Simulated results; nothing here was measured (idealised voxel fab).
Herein follows the process module entitled voxel transistor to metal.
We display cut, a cross-section 300 nm in width whose square cells are each 5 nm.
Cross-section format: a grid of square cells, given as bands from top to bottom; each band is one or more rows of cells.
The entry gives the band's vertical extent as a top height and a bottom height in nm, then its horizontal make-up as materials from left to right, each with a width in nm. "empty" stands for empty space; a single material marked "edge to edge" fills the band edge to edge.
Heads up on the height convention: 0 is the point under which the incoming wafer is all one material, and the lowest band has no bottom, it just keeps going down, like "0 nm and below".
Top row gets the first number, bottom row gets the second, and each row in between changes by the same step: that is how a band width like "30..40" works.
Any step labelled "nothing got changed" changed none of the cells in the cross-section.
Enclosed voids (no open way to top), threshold 8 cells or more, entry "Sealed voids", notation width x height at distance, distance from left edge, nm.
Whatever follows a step's settings on its line is a remark the simulator itself makes about that step.
"overlay nm" denotes, for a step that has a mask, the displacement of the mask to the right of its planned place, with negative values corresponding to the left.
Below you will find pairs of cross-sections. In each, one shows the wafer before one process step and the other after it, with the after view ending at the lowest band that changed. Under each pair is the step separating them, along with its settings. Do not assume the pairs form a chain: they can come from different runs of this module on the same starting wafer, and a pair continues from the pair above it only when its "Pre-step" entry says so.
Pre-step:
30 nm to 15 nm = empty: 40 | aC: 100 | empty: 25 | aC: 100 | empty: 35
15 nm to 0 nm = empty: 40 | SiN: 100 | empty: 25 | SiN: 100 | empty: 35
0 nm to -5 nm = SiO2 edge to edge
-5 nm and below = Si edge to edge
Sealed voids: none
As Processed:
30 nm to 15 nm = empty: 40 | aC: 100 | empty: 25 | aC: 100 | empty: 35
15 nm to 0 nm = empty: 40 | SiN: 100 | empty: 25 | SiN: 100 | empty: 35
0 nm to -5 nm = empty: 40 | SiO2: 100 | empty: 25 | SiO2: 100 | empty: 35
below -5: unchanged
Sealed voids: none
The transition between the preceding cross-sections is accomplished by DIRECTIONAL_ETCH with etch materials SiO2, depth nm 5
Pre-step: nothing new to draw here, it's the after view of the pair just above.
As Processed:
30 nm to 15 nm = empty: 40 | aC: 100 | empty: 25 | aC: 100 | empty: 35
15 nm to 0 nm = empty: 40 | SiN: 100 | empty: 25 | SiN: 100 | empty: 35
0 nm to -5 nm = empty: 40 | SiO2: 100 | empty: 25 | SiO2: 100 | empty: 35
-5 nm to -35 nm = empty: 40 | Si: 100 | empty: 25 | Si: 100 | empty: 35
below -35: unchanged
Sealed voids: none
The transition between the preceding cross-sections is accomplished by DIRECTIONAL_ETCH with etch materials Si, depth nm 30
Pre-step: nothing new to draw here, it's the after view of the pair just above.
As Processed:
15 nm to 0 nm = empty: 40 | SiN: 100 | empty: 25 | SiN: 100 | empty: 35
below 0: unchanged
Sealed voids: none
The transition between the preceding cross-sections is accomplished by STRIP with etch materials aC
Pre-step: nothing new to draw here, it's the after view of the pair just above.
As Processed:
30 nm to 15 nm = SiO2 edge to edge
15 nm to 0 nm = SiO2: 40 | SiN: 100 | SiO2: 25 | SiN: 100 | SiO2: 35
0 nm to -5 nm = SiO2 edge to edge
-5 nm to -35 nm = SiO2: 40 | Si: 100 | SiO2: 25 | Si: 100 | SiO2: 35
below -35: unchanged
Sealed voids: none
The transition between the preceding cross-sections is accomplished by FILL_DEP with material SiO2, thk nm 15
Pre-step: nothing new to draw here, it's the after view of the pair just above.
As Processed:
15 nm to 0 nm = SiO2: 40 | SiN: 100 | SiO2: 25 | SiN: 100 | SiO2: 35
below 0: unchanged
Sealed voids: none
The transition between the preceding cross-sections is accomplished by CMP with height nm 15
Pre-step: nothing new to draw here, it's the after view of the pair just above.
As Processed:
15 nm to 5 nm = empty: 40 | SiN: 100 | empty: 25 | SiN: 100 | empty: 35
below 5: unchanged
Sealed voids: none
The transition between the preceding cross-sections is accomplished by SELECTIVE_ETCH with etch materials SiO2, depth nm 10
Pre-step: nothing new to draw here, it's the after view of the pair just above.
As Processed:
5 nm to 0 nm = SiO2: 40 | empty: 100 | SiO2: 25 | empty: 100 | SiO2: 35
below 0: unchanged
Sealed voids: none
The transition between the preceding cross-sections is accomplished by STRIP with etch materials SiN
Pre-step: nothing new to draw here, it's the after view of the pair just above.
As Processed:
0 nm to -5 nm = SiO2: 35 | empty: 110 | SiO2: 15 | empty: 110 | SiO2: 30
below -5: unchanged
Sealed voids: none
The transition between the preceding cross-sections is accomplished by SELECTIVE_ETCH with etch materials SiO2, depth nm 5
Pre-step: nothing new to draw here, it's the after view of the pair just above.
As Processed:
0 nm to -5 nm = SiO2: 35 | empty: 110 | SiO2: 15 | empty: 110 | SiO2: 30
-5 nm to -10 nm = SiO2 edge to edge
below -10: unchanged
Sealed voids: none
The transition between the preceding cross-sections is accomplished by OXIDIZE with depth nm 5
Pre-step: nothing new to draw here, it's the after view of the pair just above.
As Processed:
20 nm to 15 nm = polySi: 35 | empty: 110 | polySi: 15 | empty: 110 | polySi: 30
15 nm to 0 nm = polySi edge to edge
0 nm to -5 nm = SiO2: 35 | polySi: 110 | SiO2: 15 | polySi: 110 | SiO2: 30
below -5: unchanged
Sealed voids: none
The transition between the preceding cross-sections is accomplished by DIRECTIONAL_DEP with material polySi, thk nm 20
Pre-step: nothing new to draw here, it's the after view of the pair just above.
As Processed:
35 nm to 30 nm = SiCN: 35 | empty: 110 | SiCN: 15 | empty: 110 | SiCN: 30
30 nm to 20 nm = SiCN edge to edge
20 nm to 15 nm = polySi: 35 | SiCN: 110 | polySi: 15 | SiCN: 110 | polySi: 30
below 15: unchanged
Sealed voids: none
The transition between the preceding cross-sections is accomplished by DIRECTIONAL_DEP with material SiCN, thk nm 15
Pre-step: nothing new to draw here, it's the after view of the pair just above.
As Processed:
30 nm to 20 nm = empty: 75 | SiCN: 25 | empty: 100 | SiCN: 25 | empty: 75
20 nm to 15 nm = polySi: 35 | empty: 40 | SiCN: 25 | empty: 45 | polySi: 15 | empty: 40 | SiCN: 25 | empty: 45 | polySi: 30
below 15: unchanged
Sealed voids: none
The transition between the preceding cross-sections is accomplished by MASKED_ETCH with tone cover, mask id GATE, width nm 25, pitch nm 125, etch materials SiCN, depth nm 25, overlay nm 0
Pre-step: nothing new to draw here, it's the after view of the pair just above.
As Processed:
30 nm to 15 nm = empty: 75 | SiCN: 25 | empty: 100 | SiCN: 25 | empty: 75
15 nm to 0 nm = empty: 75 | polySi: 25 | empty: 100 | polySi: 25 | empty: 75
0 nm to -5 nm = SiO2: 35 | empty: 40 | polySi: 25 | empty: 45 | SiO2: 15 | empty: 40 | polySi: 25 | empty: 45 | SiO2: 30
below -5: unchanged
Sealed voids: none
The transition between the preceding cross-sections is accomplished by MASKED_ETCH with tone cover, mask id GATE, width nm 25, pitch nm 125, etch materials polySi, depth nm 30, overlay nm 0
Pre-step: nothing new to draw here, it's the after view of the pair just above.
As Processed:
40 nm to 30 nm = empty: 65 | SiN: 45 | empty: 80 | SiN: 45 | empty: 65
30 nm to 15 nm = empty: 65 | SiN: 10 | SiCN: 25 | SiN: 10 | empty: 80 | SiN: 10 | SiCN: 25 | SiN: 10 | empty: 65
15 nm to 10 nm = empty: 65 | SiN: 10 | polySi: 25 | SiN: 10 | empty: 80 | SiN: 10 | polySi: 25 | SiN: 10 | empty: 65
10 nm to 5 nm = SiN: 45 | empty: 20 | SiN: 10 | polySi: 25 | SiN: 10 | empty: 25 | SiN: 35 | empty: 20 | SiN: 10 | polySi: 25 | SiN: 10 | empty: 25 | SiN: 40
5 nm to 0 nm = SiN: 75 | polySi: 25 | SiN: 100 | polySi: 25 | SiN: 75
0 nm to -5 nm = SiO2: 35 | SiN: 40 | polySi: 25 | SiN: 45 | SiO2: 15 | SiN: 40 | polySi: 25 | SiN: 45 | SiO2: 30
below -5: unchanged
Sealed voids: none
The transition between the preceding cross-sections is accomplished by CONFORMAL_DEP with material SiN, thk nm 10
Pre-step: nothing new to draw here, it's the after view of the pair just above.
As Processed:
30 nm to 15 nm = empty: 65 | SiN: 10 | SiCN: 25 | SiN: 10 | empty: 80 | SiN: 10 | SiCN: 25 | SiN: 10 | empty: 65
15 nm to 0 nm = empty: 65 | SiN: 10 | polySi: 25 | SiN: 10 | empty: 80 | SiN: 10 | polySi: 25 | SiN: 10 | empty: 65
0 nm to -5 nm = SiO2: 35 | SiN: 10 | empty: 20 | SiN: 10 | polySi: 25 | SiN: 10 | empty: 25 | SiN: 10 | SiO2: 15 | SiN: 10 | empty: 20 | SiN: 10 | polySi: 25 | SiN: 10 | empty: 25 | SiN: 10 | SiO2: 30
below -5: unchanged
Sealed voids: none
The transition between the preceding cross-sections is accomplished by DIRECTIONAL_ETCH with etch materials SiN, depth nm 10
Pre-step: nothing new to draw here, it's the after view of the pair just above.
As Processed:
30 nm to 15 nm = empty: 65 | SiN: 10 | SiCN: 25 | SiN: 10 | empty: 80 | SiN: 10 | SiCN: 25 | SiN: 10 | empty: 65
15 nm to 0 nm = empty: 65 | SiN: 10 | polySi: 25 | SiN: 10 | empty: 80 | SiN: 10 | polySi: 25 | SiN: 10 | empty: 65
0 nm to -5 nm = empty: 35 | SiN: 10 | empty: 20 | SiN: 10 | polySi: 25 | SiN: 10 | empty: 25 | SiN: 10 | empty: 15 | SiN: 10 | empty: 20 | SiN: 10 | polySi: 25 | SiN: 10 | empty: 25 | SiN: 10 | empty: 30
-5 nm to -10 nm = SiO2: 45 | empty: 20 | SiO2: 45 | empty: 25 | SiO2: 35 | empty: 20 | SiO2: 45 | empty: 25 | SiO2: 40
below -10: unchanged
Sealed voids: none
The transition between the preceding cross-sections is accomplished by DIRECTIONAL_ETCH with etch materials SiO2, depth nm 5
Pre-step: nothing new to draw here, it's the after view of the pair just above.
As Processed:
30 nm to 15 nm = empty: 65 | SiN: 10 | SiCN: 25 | SiN: 10 | empty: 80 | SiN: 10 | SiCN: 25 | SiN: 10 | empty: 65
15 nm to 0 nm = empty: 65 | SiN: 10 | polySi: 25 | SiN: 10 | empty: 80 | SiN: 10 | polySi: 25 | SiN: 10 | empty: 65
0 nm to -5 nm = empty: 35 | SiN: 10 | empty: 20 | SiN: 10 | polySi: 25 | SiN: 10 | empty: 25 | SiN: 10 | empty: 15 | SiN: 10 | empty: 20 | SiN: 10 | polySi: 25 | SiN: 10 | empty: 25 | SiN: 10 | empty: 30
-5 nm to -10 nm = SiO2: 45 | nSi: 20 | SiO2: 45 | nSi: 25 | SiO2: 35 | nSi: 20 | SiO2: 45 | nSi: 25 | SiO2: 40
below -10: unchanged
Sealed voids: none
The transition between the preceding cross-sections is accomplished by EPI with material nSi, thk nm 5
Pre-step: nothing new to draw here, it's the after view of the pair just above.
As Processed:
35 nm to 30 nm = SiO2 edge to edge
30 nm to 15 nm = SiO2: 65 | SiN: 10 | SiCN: 25 | SiN: 10 | SiO2: 80 | SiN: 10 | SiCN: 25 | SiN: 10 | SiO2: 65
15 nm to 0 nm = SiO2: 65 | SiN: 10 | polySi: 25 | SiN: 10 | SiO2: 80 | SiN: 10 | polySi: 25 | SiN: 10 | SiO2: 65
0 nm to -5 nm = SiO2: 35 | SiN: 10 | SiO2: 20 | SiN: 10 | polySi: 25 | SiN: 10 | SiO2: 25 | SiN: 10 | SiO2: 15 | SiN: 10 | SiO2: 20 | SiN: 10 | polySi: 25 | SiN: 10 | SiO2: 25 | SiN: 10 | SiO2: 30
below -5: unchanged
Sealed voids: none
The transition between the preceding cross-sections is accomplished by FILL_DEP with material SiO2, thk nm 5
Pre-step: nothing new to draw here, it's the after view of the pair just above.
As Processed:
15 nm to 0 nm = SiO2: 65 | SiN: 10 | polySi: 25 | SiN: 10 | SiO2: 80 | SiN: 10 | polySi: 25 | SiN: 10 | SiO2: 65
below 0: unchanged
Sealed voids: none
The transition between the preceding cross-sections is accomplished by CMP with height nm 15
Pre-step: nothing new to draw here, it's the after view of the pair just above.
As Processed:
15 nm to 0 nm = SiO2: 65 | SiN: 10 | empty: 25 | SiN: 10 | SiO2: 80 | SiN: 10 | empty: 25 | SiN: 10 | SiO2: 65
0 nm to -5 nm = SiO2: 35 | SiN: 10 | SiO2: 20 | SiN: 10 | empty: 25 | SiN: 10 | SiO2: 25 | SiN: 10 | SiO2: 15 | SiN: 10 | SiO2: 20 | SiN: 10 | empty: 25 | SiN: 10 | SiO2: 25 | SiN: 10 | SiO2: 30
below -5: unchanged
Sealed voids: none
The transition between the preceding cross-sections is accomplished by STRIP with etch materials polySi
Pre-step: nothing new to draw here, it's the after view of the pair just above.
As Processed:
15 nm to 10 nm = empty: 65 | SiN: 10 | empty: 25 | SiN: 10 | empty: 80 | SiN: 10 | empty: 25 | SiN: 10 | empty: 65
10 nm to 0 nm = SiO2: 65 | SiN: 10 | empty: 25 | SiN: 10 | SiO2: 80 | SiN: 10 | empty: 25 | SiN: 10 | SiO2: 65
0 nm to -5 nm = SiO2: 35 | SiN: 10 | SiO2: 20 | SiN: 10 | empty: 25 | SiN: 10 | SiO2: 25 | SiN: 10 | SiO2: 15 | SiN: 10 | SiO2: 20 | SiN: 10 | empty: 25 | SiN: 10 | SiO2: 25 | SiN: 10 | SiO2: 30
-5 nm to -10 nm = SiO2: 45 | nSi: 20 | SiO2: 5 | empty: 35 | SiO2: 5 | nSi: 25 | SiO2: 35 | nSi: 20 | SiO2: 5 | empty: 35 | SiO2: 5 | nSi: 25 | SiO2: 40
below -10: unchanged
Sealed voids: none
The transition between the preceding cross-sections is accomplished by SELECTIVE_ETCH with etch materials SiO2, depth nm 5
Pre-step: nothing new to draw here, it's the after view of the pair just above.
As Processed:
20 nm to 15 nm = empty: 60 | HfO2: 20 | empty: 15 | HfO2: 20 | empty: 70 | HfO2: 20 | empty: 15 | HfO2: 20 | empty: 60
15 nm to 10 nm = HfO2: 65 | SiN: 10 | HfO2: 5 | empty: 15 | HfO2: 5 | SiN: 10 | HfO2: 80 | SiN: 10 | HfO2: 5 | empty: 15 | HfO2: 5 | SiN: 10 | HfO2: 65
10 nm to 0 nm = SiO2: 65 | SiN: 10 | HfO2: 5 | empty: 15 | HfO2: 5 | SiN: 10 | SiO2: 80 | SiN: 10 | HfO2: 5 | empty: 15 | HfO2: 5 | SiN: 10 | SiO2: 65
0 nm to -5 nm = SiO2: 35 | SiN: 10 | SiO2: 20 | SiN: 10 | HfO2: 5 | empty: 15 | HfO2: 5 | SiN: 10 | SiO2: 25 | SiN: 10 | SiO2: 15 | SiN: 10 | SiO2: 20 | SiN: 10 | HfO2: 5 | empty: 15 | HfO2: 5 | SiN: 10 | SiO2: 25 | SiN: 10 | SiO2: 30
-5 nm to -10 nm = SiO2: 45 | nSi: 20 | SiO2: 5 | HfO2: 35 | SiO2: 5 | nSi: 25 | SiO2: 35 | nSi: 20 | SiO2: 5 | HfO2: 35 | SiO2: 5 | nSi: 25 | SiO2: 40
below -10: unchanged
Sealed voids: none
The transition between the preceding cross-sections is accomplished by CONFORMAL_DEP with material HfO2, thk nm 5
Pre-step: nothing new to draw here, it's the after view of the pair just above.
As Processed:
25 nm to 20 nm = empty: 55 | TiN: 30 | empty: 5 | TiN: 30 | empty: 60 | TiN: 30 | empty: 5 | TiN: 30 | empty: 55
20 nm to 15 nm = TiN: 60 | HfO2: 20 | TiN: 5 | empty: 5 | TiN: 5 | HfO2: 20 | TiN: 70 | HfO2: 20 | TiN: 5 | empty: 5 | TiN: 5 | HfO2: 20 | TiN: 60
15 nm to 10 nm = HfO2: 65 | SiN: 10 | HfO2: 5 | TiN: 5 | empty: 5 | TiN: 5 | HfO2: 5 | SiN: 10 | HfO2: 80 | SiN: 10 | HfO2: 5 | TiN: 5 | empty: 5 | TiN: 5 | HfO2: 5 | SiN: 10 | HfO2: 65
10 nm to 0 nm = SiO2: 65 | SiN: 10 | HfO2: 5 | TiN: 5 | empty: 5 | TiN: 5 | HfO2: 5 | SiN: 10 | SiO2: 80 | SiN: 10 | HfO2: 5 | TiN: 5 | empty: 5 | TiN: 5 | HfO2: 5 | SiN: 10 | SiO2: 65
0 nm to -5 nm = SiO2: 35 | SiN: 10 | SiO2: 20 | SiN: 10 | HfO2: 5 | TiN: 15 | HfO2: 5 | SiN: 10 | SiO2: 25 | SiN: 10 | SiO2: 15 | SiN: 10 | SiO2: 20 | SiN: 10 | HfO2: 5 | TiN: 15 | HfO2: 5 | SiN: 10 | SiO2: 25 | SiN: 10 | SiO2: 30
below -5: unchanged
Sealed voids: none
The transition between the preceding cross-sections is accomplished by CONFORMAL_DEP with material TiN, thk nm 5
Pre-step: nothing new to draw here, it's the after view of the pair just above.
As Processed:
30 nm to 25 nm = W edge to edge
25 nm to 20 nm = W: 55 | TiN: 30 | W: 5 | TiN: 30 | W: 60 | TiN: 30 | W: 5 | TiN: 30 | W: 55
20 nm to 15 nm = TiN: 60 | HfO2: 20 | TiN: 5 | W: 5 | TiN: 5 | HfO2: 20 | TiN: 70 | HfO2: 20 | TiN: 5 | W: 5 | TiN: 5 | HfO2: 20 | TiN: 60
15 nm to 10 nm = HfO2: 65 | SiN: 10 | HfO2: 5 | TiN: 5 | W: 5 | TiN: 5 | HfO2: 5 | SiN: 10 | HfO2: 80 | SiN: 10 | HfO2: 5 | TiN: 5 | W: 5 | TiN: 5 | HfO2: 5 | SiN: 10 | HfO2: 65
10 nm to 0 nm = SiO2: 65 | SiN: 10 | HfO2: 5 | TiN: 5 | W: 5 | TiN: 5 | HfO2: 5 | SiN: 10 | SiO2: 80 | SiN: 10 | HfO2: 5 | TiN: 5 | W: 5 | TiN: 5 | HfO2: 5 | SiN: 10 | SiO2: 65
below 0: unchanged
Sealed voids: none
The transition between the preceding cross-sections is accomplished by FILL_DEP with material W, thk nm 5
Pre-step: nothing new to draw here, it's the after view of the pair just above.
As Processed:
10 nm to 0 nm = SiO2: 65 | SiN: 10 | HfO2: 5 | TiN: 5 | W: 5 | TiN: 5 | HfO2: 5 | SiN: 10 | SiO2: 80 | SiN: 10 | HfO2: 5 | TiN: 5 | W: 5 | TiN: 5 | HfO2: 5 | SiN: 10 | SiO2: 65
below 0: unchanged
Sealed voids: none
The transition between the preceding cross-sections is accomplished by CMP with height nm 10
Pre-step: nothing new to draw here, it's the after view of the pair just above.
As Processed:
20 nm to 10 nm = SiO2 edge to edge
below 10: unchanged
Sealed voids: none
The transition between the preceding cross-sections is accomplished by DIRECTIONAL_DEP with material SiO2, thk nm 10
Pre-step: nothing new to draw here, it's the after view of the pair just above.
As Processed:
40 nm to 20 nm = resist: 45 | empty: 15 | resist: 55 | empty: 15 | resist: 40 | empty: 15 | resist: 55 | empty: 15 | resist: 45
below 20: unchanged
Sealed voids: none
The transition between the preceding cross-sections is accomplished by PATTERN with tone open, mask id CONTACT, material resist, width nm 15, thk nm 20, overlay nm 0
Pre-step: nothing new to draw here, it's the after view of the pair just above.
As Processed:
40 nm to 20 nm = resist: 45 | empty: 15 | resist: 55 | empty: 15 | resist: 40 | empty: 15 | resist: 55 | empty: 15 | resist: 45
20 nm to 10 nm = SiO2: 45 | empty: 15 | SiO2: 55 | empty: 15 | SiO2: 40 | empty: 15 | SiO2: 55 | empty: 15 | SiO2: 45
10 nm to 0 nm = SiO2: 45 | empty: 15 | SiO2: 5 | SiN: 10 | HfO2: 5 | TiN: 5 | W: 5 | TiN: 5 | HfO2: 5 | SiN: 10 | SiO2: 5 | empty: 15 | SiO2: 40 | empty: 15 | SiO2: 5 | SiN: 10 | HfO2: 5 | TiN: 5 | W: 5 | TiN: 5 | HfO2: 5 | SiN: 10 | SiO2: 5 | empty: 15 | SiO2: 45
0 nm to -5 nm = SiO2: 35 | SiN: 10 | empty: 15 | SiO2: 5 | SiN: 10 | HfO2: 5 | TiN: 15 | HfO2: 5 | SiN: 10 | SiO2: 5 | empty: 15 | SiO2: 5 | SiN: 10 | SiO2: 15 | SiN: 10 | empty: 15 | SiO2: 5 | SiN: 10 | HfO2: 5 | TiN: 15 | HfO2: 5 | SiN: 10 | SiO2: 5 | empty: 15 | SiO2: 5 | SiN: 10 | SiO2: 30
below -5: unchanged
Sealed voids: none
The transition between the preceding cross-sections is accomplished by DIRECTIONAL_ETCH with etch materials SiO2, depth nm 25
Pre-step: nothing new to draw here, it's the after view of the pair just above.
As Processed:
20 nm to 10 nm = SiO2: 45 | empty: 15 | SiO2: 55 | empty: 15 | SiO2: 40 | empty: 15 | SiO2: 55 | empty: 15 | SiO2: 45
below 10: unchanged
Sealed voids: none
The transition between the preceding cross-sections is accomplished by STRIP with etch materials resist
Pre-step: nothing new to draw here, it's the after view of the pair just above.
As Processed:
25 nm to 20 nm = TiN: 50 | empty: 5 | TiN: 65 | empty: 5 | TiN: 50 | empty: 5 | TiN: 65 | empty: 5 | TiN: 50
20 nm to 10 nm = SiO2: 45 | TiN: 5 | empty: 5 | TiN: 5 | SiO2: 55 | TiN: 5 | empty: 5 | TiN: 5 | SiO2: 40 | TiN: 5 | empty: 5 | TiN: 5 | SiO2: 55 | TiN: 5 | empty: 5 | TiN: 5 | SiO2: 45
10 nm to 0 nm = SiO2: 45 | TiN: 5 | empty: 5 | TiN: 5 | SiO2: 5 | SiN: 10 | HfO2: 5 | TiN: 5 | W: 5 | TiN: 5 | HfO2: 5 | SiN: 10 | SiO2: 5 | TiN: 5 | empty: 5 | TiN: 5 | SiO2: 40 | TiN: 5 | empty: 5 | TiN: 5 | SiO2: 5 | SiN: 10 | HfO2: 5 | TiN: 5 | W: 5 | TiN: 5 | HfO2: 5 | SiN: 10 | SiO2: 5 | TiN: 5 | empty: 5 | TiN: 5 | SiO2: 45
0 nm to -5 nm = SiO2: 35 | SiN: 10 | TiN: 15 | SiO2: 5 | SiN: 10 | HfO2: 5 | TiN: 15 | HfO2: 5 | SiN: 10 | SiO2: 5 | TiN: 15 | SiO2: 5 | SiN: 10 | SiO2: 15 | SiN: 10 | TiN: 15 | SiO2: 5 | SiN: 10 | HfO2: 5 | TiN: 15 | HfO2: 5 | SiN: 10 | SiO2: 5 | TiN: 15 | SiO2: 5 | SiN: 10 | SiO2: 30
below -5: unchanged
Sealed voids: none
The transition between the preceding cross-sections is accomplished by CONFORMAL_DEP with material TiN, thk nm 5
Pre-step: nothing new to draw here, it's the after view of the pair just above.
As Processed:
35 nm to 25 nm = Ru edge to edge
25 nm to 20 nm = TiN: 50 | Ru: 5 | TiN: 65 | Ru: 5 | TiN: 50 | Ru: 5 | TiN: 65 | Ru: 5 | TiN: 50
20 nm to 10 nm = SiO2: 45 | TiN: 5 | Ru: 5 | TiN: 5 | SiO2: 55 | TiN: 5 | Ru: 5 | TiN: 5 | SiO2: 40 | TiN: 5 | Ru: 5 | TiN: 5 | SiO2: 55 | TiN: 5 | Ru: 5 | TiN: 5 | SiO2: 45
10 nm to 0 nm = SiO2: 45 | TiN: 5 | Ru: 5 | TiN: 5 | SiO2: 5 | SiN: 10 | HfO2: 5 | TiN: 5 | W: 5 | TiN: 5 | HfO2: 5 | SiN: 10 | SiO2: 5 | TiN: 5 | Ru: 5 | TiN: 5 | SiO2: 40 | TiN: 5 | Ru: 5 | TiN: 5 | SiO2: 5 | SiN: 10 | HfO2: 5 | TiN: 5 | W: 5 | TiN: 5 | HfO2: 5 | SiN: 10 | SiO2: 5 | TiN: 5 | Ru: 5 | TiN: 5 | SiO2: 45
below 0: unchanged
Sealed voids: none
The transition between the preceding cross-sections is accomplished by FILL_DEP with material Ru, thk nm 10
Pre-step: nothing new to draw here, it's the after view of the pair just above.
As Processed:
20 nm to 10 nm = SiO2: 45 | TiN: 5 | Ru: 5 | TiN: 5 | SiO2: 55 | TiN: 5 | Ru: 5 | TiN: 5 | SiO2: 40 | TiN: 5 | Ru: 5 | TiN: 5 | SiO2: 55 | TiN: 5 | Ru: 5 | TiN: 5 | SiO2: 45
below 10: unchanged
Sealed voids: none
The transition between the preceding cross-sections is accomplished by CMP with height nm 20
Pre-step: nothing new to draw here, it's the after view of the pair just above.
As Processed:
25 nm to 20 nm = SiCN edge to edge
below 20: unchanged
Sealed voids: none
The transition between the preceding cross-sections is accomplished by CONFORMAL_DEP with material SiCN, thk nm 5
Pre-step: nothing new to draw here, it's the after view of the pair just above.
As Processed:
45 nm to 25 nm = lowk edge to edge
below 25: unchanged
Sealed voids: none
The transition between the preceding cross-sections is accomplished by DIRECTIONAL_DEP with material lowk, thk nm 20
Pre-step: nothing new to draw here, it's the after view of the pair just above.
As Processed:
55 nm to 45 nm = aC edge to edge
below 45: unchanged
Sealed voids: none
The transition between the preceding cross-sections is accomplished by DIRECTIONAL_DEP with material aC, thk nm 10
Pre-step: nothing new to draw here, it's the after view of the pair just above.
As Processed:
85 nm to 55 nm = resist: 45 | empty: 15 | resist: 55 | empty: 15 | resist: 40 | empty: 15 | resist: 55 | empty: 15 | resist: 45
below 55: unchanged
Sealed voids: none
The transition between the preceding cross-sections is accomplished by PATTERN with tone open, mask id METAL_1, material resist, width nm 15, thk nm 30, overlay nm 0
Pre-step: nothing new to draw here, it's the after view of the pair just above.
As Processed:
75 nm to 55 nm = resist: 45 | empty: 15 | resist: 55 | empty: 15 | resist: 40 | empty: 15 | resist: 55 | empty: 15 | resist: 45
55 nm to 45 nm = aC: 45 | empty: 15 | aC: 55 | empty: 15 | aC: 40 | empty: 15 | aC: 55 | empty: 15 | aC: 45
below 45: unchanged
Sealed voids: none
The transition between the preceding cross-sections is accomplished by DIRECTIONAL_ETCH with etch materials aC, depth nm 10
Pre-step: nothing new to draw here, it's the after view of the pair just above.
As Processed:
55 nm to 45 nm = aC: 45 | empty: 15 | aC: 55 | empty: 15 | aC: 40 | empty: 15 | aC: 55 | empty: 15 | aC: 45
below 45: unchanged
Sealed voids: none
The transition between the preceding cross-sections is accomplished by STRIP with etch materials resist
Pre-step: nothing new to draw here, it's the after view of the pair just above.
As Processed:
55 nm to 45 nm = aC: 45 | empty: 15 | aC: 55 | empty: 15 | aC: 40 | empty: 15 | aC: 55 | empty: 15 | aC: 45
45 nm to 25 nm = lowk: 45 | empty: 15 | lowk: 55 | empty: 15 | lowk: 40 | empty: 15 | lowk: 55 | empty: 15 | lowk: 45
below 25: unchanged
Sealed voids: none
The transition between the preceding cross-sections is accomplished by DIRECTIONAL_ETCH with etch materials lowk, depth nm 20
Pre-step: nothing new to draw here, it's the after view of the pair just above.
As Processed:
55 nm to 45 nm = aC: 45 | empty: 15 | aC: 55 | empty: 15 | aC: 40 | empty: 15 | aC: 55 | empty: 15 | aC: 45
45 nm to 25 nm = lowk: 45 | empty: 15 | lowk: 55 | empty: 15 | lowk: 40 | empty: 15 | lowk: 55 | empty: 15 | lowk: 45
25 nm to 20 nm = SiCN: 45 | empty: 15 | SiCN: 55 | empty: 15 | SiCN: 40 | empty: 15 | SiCN: 55 | empty: 15 | SiCN: 45
below 20: unchanged
Sealed voids: none
The transition between the preceding cross-sections is accomplished by DIRECTIONAL_ETCH with etch materials SiCN, depth nm 5
Pre-step: nothing new to draw here, it's the after view of the pair just above.
As Processed:
45 nm to 25 nm = lowk: 45 | empty: 15 | lowk: 55 | empty: 15 | lowk: 40 | empty: 15 | lowk: 55 | empty: 15 | lowk: 45
below 25: unchanged
Sealed voids: none
The transition between the preceding cross-sections is accomplished by STRIP with etch materials aC
Pre-step: nothing new to draw here, it's the after view of the pair just above.
As Processed:
50 nm to 45 nm = TiN: 50 | empty: 5 | TiN: 65 | empty: 5 | TiN: 50 | empty: 5 | TiN: 65 | empty: 5 | TiN: 50
45 nm to 25 nm = lowk: 45 | TiN: 5 | empty: 5 | TiN: 5 | lowk: 55 | TiN: 5 | empty: 5 | TiN: 5 | lowk: 40 | TiN: 5 | empty: 5 | TiN: 5 | lowk: 55 | TiN: 5 | empty: 5 | TiN: 5 | lowk: 45
25 nm to 20 nm = SiCN: 45 | TiN: 15 | SiCN: 55 | TiN: 15 | SiCN: 40 | TiN: 15 | SiCN: 55 | TiN: 15 | SiCN: 45
below 20: unchanged
Sealed voids: none
The transition between the preceding cross-sections is accomplished by CONFORMAL_DEP with material TiN, thk nm 5
Pre-step: nothing new to draw here, it's the after view of the pair just above.
As Processed:
60 nm to 50 nm = Ru edge to edge
50 nm to 45 nm = TiN: 50 | Ru: 5 | TiN: 65 | Ru: 5 | TiN: 50 | Ru: 5 | TiN: 65 | Ru: 5 | TiN: 50
45 nm to 25 nm = lowk: 45 | TiN: 5 | Ru: 5 | TiN: 5 | lowk: 55 | TiN: 5 | Ru: 5 | TiN: 5 | lowk: 40 | TiN: 5 | Ru: 5 | TiN: 5 | lowk: 55 | TiN: 5 | Ru: 5 | TiN: 5 | lowk: 45
below 25: unchanged
Sealed voids: none
The transition between the preceding cross-sections is accomplished by FILL_DEP with material Ru, thk nm 10
Pre-step: nothing new to draw here, it's the after view of the pair just above.
As Processed:
45 nm to 25 nm = lowk: 45 | TiN: 5 | Ru: 5 | TiN: 5 | lowk: 55 | TiN: 5 | Ru: 5 | TiN: 5 | lowk: 40 | TiN: 5 | Ru: 5 | TiN: 5 | lowk: 55 | TiN: 5 | Ru: 5 | TiN: 5 | lowk: 45
below 25: unchanged
Sealed voids: none
The transition between the preceding cross-sections is accomplished by CMP with height nm 45
Pre-step: nothing new to draw here, it's the after view of the pair just above.
As Processed:
50 nm to 45 nm = SiCN edge to edge
below 45: unchanged
Sealed voids: none
The transition between the preceding cross-sections is accomplished by CONFORMAL_DEP with material SiCN, thk nm 5
Pre-step: nothing new to draw here, it's the after view of the pair just above.
As Processed:
80 nm to 50 nm = SiO2 edge to edge
below 50: unchanged
Sealed voids: none
The transition between the preceding cross-sections is accomplished by DIRECTIONAL_DEP with material SiO2, thk nm 30
Pre-step: nothing new to draw here, it's the after view of the pair just above.
As Processed:
95 nm to 80 nm = resist: 45 | empty: 15 | resist: 110 | empty: 15 | resist: 115
below 80: unchanged
Sealed voids: none
The transition between the preceding cross-sections is accomplished by PATTERN with tone open, mask id METAL_2, material resist, width nm 15, pitch nm 125, thk nm 15, overlay nm 0
Pre-step: nothing new to draw here, it's the after view of the pair just above.
As Processed:
95 nm to 80 nm = resist: 45 | empty: 15 | resist: 110 | empty: 15 | resist: 115
80 nm to 65 nm = SiO2: 45 | empty: 15 | SiO2: 110 | empty: 15 | SiO2: 115
below 65: unchanged
Sealed voids: none
The transition between the preceding cross-sections is accomplished by DIRECTIONAL_ETCH with etch materials SiO2, depth nm 15
Pre-step: nothing new to draw here, it's the after view of the pair just above.
As Processed:
80 nm to 65 nm = SiO2: 45 | empty: 15 | SiO2: 110 | empty: 15 | SiO2: 115
below 65: unchanged
Sealed voids: none
The transition between the preceding cross-sections is accomplished by STRIP with etch materials resist
